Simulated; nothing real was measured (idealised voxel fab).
The process module presented herein is designated voxel released beams.
Square cell edge 5 nm, section width 205 nm, ID cut.
A cross-section is written here as square cells arranged in a grid, and it is given in bands from the top down, each band taking up one or more rows of cells. Per band: top height and bottom height in nm, followed by the left-to-right materials and their widths in nm; "throughout" marks a single material spanning edge to edge, "empty" marks empty space. Zero point of the height axis is 0; under it, received wafer = one material. Lowest band: continues down indefinitely, "z 0 and below". So if you see something like "30..40" for the width, read it as the top row of the band sitting at the first number and the bottom row at the second, with every row in between moving by the same amount as the last. "no change" for a step: no cell of the cross-section changed in that step. Empty spaces without an open route to the top, at least 8 cells in extent, make up the entry "Enclosed void inventory"; each is given as width x height at distance, where the distance is measured from the left edge, and all are in nm. Note: text after step settings on the step line = simulator remark on that step. "overlay nm", when on a step's line for a step with a mask, measures how far to the right of its planned place the mask lay; a negative measure means to the left. Reading guide: pairs of cross-sections, before and after one process step; after view cut off at lowest changed band; step and settings listed under each pair. Pairs may stem from different runs of this module on the same starting wafer; continuity with the pair above only where the "Pre-process cross-section" entry states it.

**Pre-process cross-section**
* z 0 and below | Si throughout
* Enclosed void inventory: none

**Step Outcome**
* z 10 to 0 | SiN throughout
* At heights below 0, the structure remains unaltered.
* Enclosed void inventory: none
What is the step between the two cross-sections above? CONFORMAL_DEP,material SiN,thk nm 10

Pre-process cross-section: taken from the pair above, after panel.

**Step Outcome**
* z 25 to 10 | SiO2 throughout
* At heights below 10, the structure remains unaltered.
* Enclosed void inventory: none
What is the step between the two cross-sections above? DIRECTIONAL_DEP,material SiO2,thk nm 15

Pre-process cross-section: taken from the pair above, after panel.

**Step Outcome**
* z 35 to 25 | aC throughout
* At heights below 25, the structure remains unaltered.
* Enclosed void inventory: none
What is the step between the two cross-sections above? DIRECTIONAL_DEP,material aC,thk nm 10

Pre-process cross-section: taken from the pair above, after panel.

**Step Outcome**
* z 60 to 35 | resist 65; empty 35; resist 105
* At heights below 35, the structure remains unaltered.
* Enclosed void inventory: none
What is the step between the two cross-sections above? PATTERN,tone open,mask id ANCHOR,material resist,width nm 35,thk nm 25,overlay nm 0

Pre-process cross-section: taken from the pair above, after panel.

**Step Outcome**
* z 50 to 35 | resist 65; empty 35; resist 105
* z 35 to 25 | aC 65; empty 35; aC 105
* At heights below 25, the structure remains unaltered.
* Enclosed void inventory: none
What is the step between the two cross-sections above? DIRECTIONAL_ETCH,etch materials aC,depth nm 10

Pre-process cross-section: taken from the pair above, after panel.

**Step Outcome**
* z 35 to 25 | aC 65; empty 35; aC 105
* At heights below 25, the structure remains unaltered.
* Enclosed void inventory: none
What is the step between the two cross-sections above? STRIP,etch materials resist

Pre-process cross-section: taken from the pair above, after panel.

**Step Outcome**
* z 35 to 25 | aC 65; empty 35; aC 105
* z 25 to 10 | SiO2 65; empty 35; SiO2 105
* At heights below 10, the structure remains unaltered.
* Enclosed void inventory: none
What is the step between the two cross-sections above? DIRECTIONAL_ETCH,etch materials SiO2,depth nm 15

Pre-process cross-section: taken from the pair above, after panel.

**Step Outcome**
* z 25 to 10 | SiO2 65; empty 35; SiO2 105
* At heights below 10, the structure remains unaltered.
* Enclosed void inventory: none
What is the step between the two cross-sections above? STRIP,etch materials aC

Pre-process cross-section: taken from the pair above, after panel.

**Step Outcome**
* z 40 to 25 | TiN 80; empty 5; TiN 120
* z 25 to 10 | SiO2 65; TiN 35; SiO2 105
* At heights below 10, the structure remains unaltered.
* Enclosed void inventory: none
What is the step between the two cross-sections above? CONFORMAL_DEP,material TiN,thk nm 15

Pre-process cross-section: taken from the pair above, after panel.

**Step Outcome**
* z 40 to 25 | empty 60; TiN 20; empty 5; TiN 55; empty 65
* At heights below 25, the structure remains unaltered.
* Enclosed void inventory: none
What is the step between the two cross-sections above? MASKED_ETCH,tone cover,mask id BEAM,width nm 80,etch materials TiN,depth nm 15,overlay nm 0

Pre-process cross-section: taken from the pair above, after panel.

**Step Outcome**
* z 40 to 25 | empty 60; TiN 20; empty 5; TiN 55; empty 65
* z 25 to 10 | empty 65; TiN 35; empty 105
* At heights below 10, the structure remains unaltered.
* Enclosed void inventory: none
What is the step between the two cross-sections above? STRIP,etch materials SiO2

**Pre-process cross-section**
* z 0 and below | Si throughout
* Enclosed void inventory: none

**Step Outcome**
* z 15 to 0 | SiO2 throughout
* At heights below 0, the structure remains unaltered.
* Enclosed void inventory: none
What is the step between the two cross-sections above? DIRECTIONAL_DEP,material SiO2,thk nm 15

Pre-process cross-section: taken from the pair above, after panel.

**Step Outcome**
* z 25 to 15 | aC throughout
* At heights below 15, the structure remains unaltered.
* Enclosed void inventory: none
What is the step between the two cross-sections above? DIRECTIONAL_DEP,material aC,thk nm 10

Pre-process cross-section: taken from the pair above, after panel.

**Step Outcome**
* z 50 to 25 | resist 65; empty 35; resist 105
* At heights below 25, the structure remains unaltered.
* Enclosed void inventory: none
What is the step between the two cross-sections above? PATTERN,tone open,mask id ANCHOR,material resist,width nm 35,thk nm 25,overlay nm 0

Pre-process cross-section: taken from the pair above, after panel.

**Step Outcome**
* z 40 to 25 | resist 65; empty 35; resist 105
* z 25 to 15 | aC 65; empty 35; aC 105
* At heights below 15, the structure remains unaltered.
* Enclosed void inventory: none
What is the step between the two cross-sections above? DIRECTIONAL_ETCH,etch materials aC,depth nm 10

Pre-process cross-section: taken from the pair above, after panel.

**Step Outcome**
* z 25 to 15 | aC 65; empty 35; aC 105
* At heights below 15, the structure remains unaltered.
* Enclosed void inventory: none
What is the step between the two cross-sections above? STRIP,etch materials resist

Pre-process cross-section: taken from the pair above, after panel.

**Step Outcome**
* z 25 to 15 | aC 65; empty 35; aC 105
* z 15 to 0 | SiO2 65; empty 35; SiO2 105
* At heights below 0, the structure remains unaltered.
* Enclosed void inventory: none
What is the step between the two cross-sections above? DIRECTIONAL_ETCH,etch materials SiO2,depth nm 15

Pre-process cross-section: taken from the pair above, after panel.

**Step Outcome**
* z 15 to 0 | SiO2 65; empty 35; SiO2 105
* At heights below 0, the structure remains unaltered.
* Enclosed void inventory: none
What is the step between the two cross-sections above? STRIP,etch materials aC

Pre-process cross-section: taken from the pair above, after panel.

**Step Outcome**
* z 30 to 15 | TiN 80; empty 5; TiN 120
* z 15 to 0 | SiO2 65; TiN 35; SiO2 105
* At heights below 0, the structure remains unaltered.
* Enclosed void inventory: none
What is the step between the two cross-sections above? CONFORMAL_DEP,material TiN,thk nm 15

Pre-process cross-section: taken from the pair above, after panel.

**Step Outcome**
* z 30 to 15 | empty 60; TiN 20; empty 5; TiN 55; empty 65
* At heights below 15, the structure remains unaltered.
* Enclosed void inventory: none
What is the step between the two cross-sections above? MASKED_ETCH,tone cover,mask id BEAM,width nm 80,etch materials TiN,depth nm 15,overlay nm 0

Pre-process cross-section: taken from the pair above, after panel.

**Step Outcome**
* z 30 to 15 | empty 60; TiN 20; empty 5; TiN 55; empty 65
* z 15 to 0 | empty 65; TiN 35; empty 105
* At heights below 0, the structure remains unaltered.
* Enclosed void inventory: none
What is the step between the two cross-sections above? STRIP,etch materials SiO2

**Pre-process cross-section**
* z 40 to 25 | TiN 80; empty 5; TiN 120
* z 25 to 10 | SiO2 65; TiN 35; SiO2 105
* z 10 to 0 | SiN throughout
* z 0 and below | Si throughout
* Enclosed void inventory: none

**Step Outcome**
* z 55 to 25 | TiN throughout
* At heights below 25, the structure remains unaltered.
* Enclosed void inventory: none
What is the step between the two cross-sections above? CONFORMAL_DEP,material TiN,thk nm 15

Pre-process cross-section: taken from the pair above, after panel.

**Step Outcome**
* z 55 to 40 | empty 60; TiN 80; empty 65
* At heights below 40, the structure remains unaltered.
* Enclosed void inventory: none
What is the step between the two cross-sections above? MASKED_ETCH,tone cover,mask id BEAM,width nm 80,etch materials TiN,depth nm 15,overlay nm 0

**Pre-process cross-section**
* z 15 to 0 | SiO2 throughout
* z 0 and below | Si throughout
* Enclosed void inventory: none

**Step Outcome**
* z 25 to 15 | SiN throughout
* At heights below 15, the structure remains unaltered.
* Enclosed void inventory: none
What is the step between the two cross-sections above? CONFORMAL_DEP,material SiN,thk nm 10

Pre-process cross-section: taken from the pair above, after panel.

**Step Outcome**
* z 35 to 25 | aC throughout
* At heights below 25, the structure remains unaltered.
* Enclosed void inventory: none
What is the step between the two cross-sections above? DIRECTIONAL_DEP,material aC,thk nm 10

Pre-process cross-section: taken from the pair above, after panel.

**Step Outcome**
* z 60 to 35 | resist 65; empty 35; resist 105
* At heights below 35, the structure remains unaltered.
* Enclosed void inventory: none
What is the step between the two cross-sections above? PATTERN,tone open,mask id ANCHOR,material resist,width nm 35,thk nm 25,overlay nm 0

Pre-process cross-section: taken from the pair above, after panel.

**Step Outcome**
* z 50 to 35 | resist 65; empty 35; resist 105
* z 35 to 25 | aC 65; empty 35; aC 105
* At heights below 25, the structure remains unaltered.
* Enclosed void inventory: none
What is the step between the two cross-sections above? DIRECTIONAL_ETCH,etch materials aC,depth nm 10

Pre-process cross-section: taken from the pair above, after panel.

**Step Outcome**
* z 35 to 25 | aC 65; empty 35; aC 105
* At heights below 25, the structure remains unaltered.
* Enclosed void inventory: none
What is the step between the two cross-sections above? STRIP,etch materials resist

Pre-process cross-section: taken from the pair above, after panel.

**Step Outcome**
* z 25 to 15 | SiN throughout
* At heights below 15, the structure remains unaltered.
* Enclosed void inventory: none
What is the step between the two cross-sections above? STRIP,etch materials aC

Pre-process cross-section: taken from the pair above, after panel.

**Step Outcome**
* z 40 to 25 | TiN throughout
* At heights below 25, the structure remains unaltered.
* Enclosed void inventory: none
What is the step between the two cross-sections above? CONFORMAL_DEP,material TiN,thk nm 15

Pre-process cross-section: taken from the pair above, after panel.

**Step Outcome**
* z 40 to 25 | empty 60; TiN 80; empty 65
* At heights below 25, the structure remains unaltered.
* Enclosed void inventory: none
What is the step between the two cross-sections above? MASKED_ETCH,tone cover,mask id BEAM,width nm 80,etch materials TiN,depth nm 15,overlay nm 0

**Pre-process cross-section**
* z 0 and below | Si throughout
* Enclosed void inventory: none

**Step Outcome**
* z 15 to 0 | SiN throughout
* At heights below 0, the structure remains unaltered.
* Enclosed void inventory: none
What is the step between the two cross-sections above? CONFORMAL_DEP,material SiN,thk nm 15

Pre-process cross-section: taken from the pair above, after panel.

**Step Outcome**
* z 30 to 15 | SiO2 throughout
* At heights below 15, the structure remains unaltered.
* Enclosed void inventory: none
What is the step between the two cross-sections above? DIRECTIONAL_DEP,material SiO2,thk nm 15

Pre-process cross-section: taken from the pair above, after panel.

**Step Outcome**
* z 40 to 30 | aC throughout
* At heights below 30, the structure remains unaltered.
* Enclosed void inventory: none
What is the step between the two cross-sections above? DIRECTIONAL_DEP,material aC,thk nm 10

Pre-process cross-section: taken from the pair above, after panel.

**Step Outcome**
* z 65 to 40 | resist 65; empty 35; resist 105
* At heights below 40, the structure remains unaltered.
* Enclosed void inventory: none
What is the step between the two cross-sections above? PATTERN,tone open,mask id ANCHOR,material resist,width nm 35,thk nm 25,overlay nm 0

Pre-process cross-section: taken from the pair above, after panel.

**Step Outcome**
* z 55 to 40 | resist 65; empty 35; resist 105
* z 40 to 30 | aC 65; empty 35; aC 105
* At heights below 30, the structure remains unaltered.
* Enclosed void inventory: none
What is the step between the two cross-sections above? DIRECTIONAL_ETCH,etch materials aC,depth nm 10

Pre-process cross-section: taken from the pair above, after panel.

**Step Outcome**
* z 40 to 30 | aC 65; empty 35; aC 105
* At heights below 30, the structure remains unaltered.
* Enclosed void inventory: none
What is the step between the two cross-sections above? STRIP,etch materials resist

Pre-process cross-section: taken from the pair above, after panel.

**Step Outcome**
* z 40 to 30 | aC 65; empty 35; aC 105
* z 30 to 15 | SiO2 65; empty 35; SiO2 105
* At heights below 15, the structure remains unaltered.
* Enclosed void inventory: none
What is the step between the two cross-sections above? DIRECTIONAL_ETCH,etch materials SiO2,depth nm 15

Pre-process cross-section: taken from the pair above, after panel.

**Step Outcome**
* z 30 to 15 | SiO2 65; empty 35; SiO2 105
* At heights below 15, the structure remains unaltered.
* Enclosed void inventory: none
What is the step between the two cross-sections above? STRIP,etch materials aC

Pre-process cross-section: taken from the pair above, after panel.

**Step Outcome**
* z 45 to 30 | TiN 80; empty 5; TiN 120
* z 30 to 15 | SiO2 65; TiN 35; SiO2 105
* At heights below 15, the structure remains unaltered.
* Enclosed void inventory: none
What is the step between the two cross-sections above? CONFORMAL_DEP,material TiN,thk nm 15

Pre-process cross-section: taken from the pair above, after panel.

**Step Outcome**
* z 45 to 30 | empty 60; TiN 20; empty 5; TiN 55; empty 65
* At heights below 30, the structure remains unaltered.
* Enclosed void inventory: none
What is the step between the two cross-sections above? MASKED_ETCH,tone cover,mask id BEAM,width nm 80,etch materials TiN,depth nm 15,overlay nm 0

Pre-process cross-section: taken from the pair above, after panel.

**Step Outcome**
* z 45 to 30 | empty 60; TiN 20; empty 5; TiN 55; empty 65
* z 30 to 15 | empty 65; TiN 35; empty 105
* At heights below 15, the structure remains unaltered.
* Enclosed void inventory: none
What is the step between the two cross-sections above? STRIP,etch materials SiO2

**Pre-process cross-section**
* z 35 to 25 | aC throughout
* z 25 to 10 | SiO2 throughout
* z 10 to 0 | SiN throughout
* z 0 and below | Si throughout
* Enclosed void inventory: none

**Step Outcome**
* z 60 to 35 | resist 65; empty 40; resist 100
* At heights below 35, the structure remains unaltered.
* Enclosed void inventory: none
What is the step between the two cross-sections above? PATTERN,tone open,mask id ANCHOR,material resist,width nm 40,thk nm 25,overlay nm 0

Pre-process cross-section: taken from the pair above, after panel.

**Step Outcome**
* z 50 to 35 | resist 65; empty 40; resist 100
* z 35 to 25 | aC 65; empty 40; aC 100
* At heights below 25, the structure remains unaltered.
* Enclosed void inventory: none
What is the step between the two cross-sections above? DIRECTIONAL_ETCH,etch materials aC,depth nm 10

Pre-process cross-section: taken from the pair above, after panel.

**Step Outcome**
* z 35 to 25 | aC 65; empty 40; aC 100
* At heights below 25, the structure remains unaltered.
* Enclosed void inventory: none
What is the step between the two cross-sections above? STRIP,etch materials resist

Pre-process cross-section: taken from the pair above, after panel.

**Step Outcome**
* z 35 to 25 | aC 65; empty 40; aC 100
* z 25 to 10 | SiO2 65; empty 40; SiO2 100
* At heights below 10, the structure remains unaltered.
* Enclosed void inventory: none
What is the step between the two cross-sections above? DIRECTIONAL_ETCH,etch materials SiO2,depth nm 15

Pre-process cross-section: taken from the pair above, after panel.

**Step Outcome**
* z 25 to 10 | SiO2 65; empty 40; SiO2 100
* At heights below 10, the structure remains unaltered.
* Enclosed void inventory: none
What is the step between the two cross-sections above? STRIP,etch materials aC

Pre-process cross-section: taken from the pair above, after panel.

**Step Outcome**
* z 40 to 25 | TiN 80; empty 10; TiN 115
* z 25 to 10 | SiO2 65; TiN 40; SiO2 100
* At heights below 10, the structure remains unaltered.
* Enclosed void inventory: none
What is the step between the two cross-sections above? CONFORMAL_DEP,material TiN,thk nm 15

Pre-process cross-section: taken from the pair above, after panel.

**Step Outcome**
* z 40 to 25 | empty 60; TiN 20; empty 10; TiN 50; empty 65
* At heights below 25, the structure remains unaltered.
* Enclosed void inventory: none
What is the step between the two cross-sections above? MASKED_ETCH,tone cover,mask id BEAM,width nm 80,etch materials TiN,depth nm 15,overlay nm 0

Pre-process cross-section: taken from the pair above, after panel.

**Step Outcome**
* z 40 to 25 | empty 60; TiN 20; empty 10; TiN 50; empty 65
* z 25 to 10 | empty 65; TiN 40; empty 100
* At heights below 10, the structure remains unaltered.
* Enclosed void inventory: none
What is the step between the two cross-sections above? STRIP,etch materials SiO2

**Pre-process cross-section**
* z 40 to 25 | TiN 80; empty 5; TiN 120
* z 25 to 10 | SiO2 65; TiN 35; SiO2 105
* z 10 to 0 | SiN throughout
* z 0 and below | Si throughout
* Enclosed void inventory: none

**Step Outcome**
* z 40 to 25 | empty 70; TiN 10; empty 5; TiN 65; empty 55
* At heights below 25, the structure remains unaltered.
* Enclosed void inventory: none
What is the step between the two cross-sections above? MASKED_ETCH,tone cover,mask id BEAM,width nm 80,etch materials TiN,depth nm 15,overlay nm 10

Pre-process cross-section: taken from the pair above, after panel.

**Step Outcome**
* z 40 to 25 | empty 70; TiN 10; empty 5; TiN 65; empty 55
* z 25 to 10 | empty 65; TiN 35; empty 105
* At heights below 10, the structure remains unaltered.
* Enclosed void inventory: none
What is the step between the two cross-sections above? STRIP,etch materials SiO2

**Pre-process cross-section**
* z 25 to 10 | SiO2 65; empty 35; SiO2 105
* z 10 to 0 | SiN throughout
* z 0 and below | Si throughout
* Enclosed void inventory: none

**Step Outcome**
* z 40 to 25 | SiN 80; empty 5; SiN 120
* z 25 to 10 | SiO2 65; SiN 35; SiO2 105
* At heights below 10, the structure remains unaltered.
* Enclosed void inventory: none
What is the step between the two cross-sections above? CONFORMAL_DEP,material SiN,thk nm 15

**Pre-process cross-section**
* z 35 to 25 | aC throughout
* z 25 to 10 | SiO2 throughout
* z 10 to 0 | SiN throughout
* z 0 and below | Si throughout
* Enclosed void inventory: none

**Step Outcome**
* z 60 to 35 | empty 65; resist 35; empty 105
* At heights below 35, the structure remains unaltered.
* Enclosed void inventory: none
What is the step between the two cross-sections above? PATTERN,tone cover,mask id ANCHOR,material resist,width nm 35,thk nm 25,overlay nm 0

Pre-process cross-section: taken from the pair above, after panel.

**Step Outcome**
* z 50 to 35 | empty 65; resist 35; empty 105
* z 35 to 25 | empty 65; aC 35; empty 105
* At heights below 25, the structure remains unaltered.
* Enclosed void inventory: none
What is the step between the two cross-sections above? DIRECTIONAL_ETCH,etch materials aC,depth nm 10

Pre-process cross-section: taken from the pair above, after panel.

**Step Outcome**
* z 35 to 25 | empty 65; aC 35; empty 105
* At heights below 25, the structure remains unaltered.
* Enclosed void inventory: none
What is the step between the two cross-sections above? STRIP,etch materials resist

Pre-process cross-section: taken from the pair above, after panel.

**Step Outcome**
* z 35 to 25 | empty 65; aC 35; empty 105
* z 25 to 10 | empty 65; SiO2 35; empty 105
* At heights below 10, the structure remains unaltered.
* Enclosed void inventory: none
What is the step between the two cross-sections above? DIRECTIONAL_ETCH,etch materials SiO2,depth nm 15

Pre-process cross-section: taken from the pair above, after panel.

**Step Outcome**
* z 25 to 10 | empty 65; SiO2 35; empty 105
* At heights below 10, the structure remains unaltered.
* Enclosed void inventory: none
What is the step between the two cross-sections above? STRIP,etch materials aC

Pre-process cross-section: taken from the pair above, after panel.

**Step Outcome**
* z 40 to 25 | empty 50; TiN 65; empty 90
* z 25 to 10 | TiN 65; SiO2 35; TiN 105
* At heights below 10, the structure remains unaltered.
* Enclosed void inventory: none
What is the step between the two cross-sections above? CONFORMAL_DEP,material TiN,thk nm 15

Pre-process cross-section: taken from the pair above, after panel.

**Step Outcome**
* z 40 to 25 | empty 60; TiN 55; empty 90
* z 25 to 10 | empty 50; TiN 15; SiO2 35; TiN 40; empty 65
* At heights below 10, the structure remains unaltered.
* Enclosed void inventory: none
What is the step between the two cross-sections above? MASKED_ETCH,tone cover,mask id BEAM,width nm 80,etch materials TiN,depth nm 15,overlay nm 0
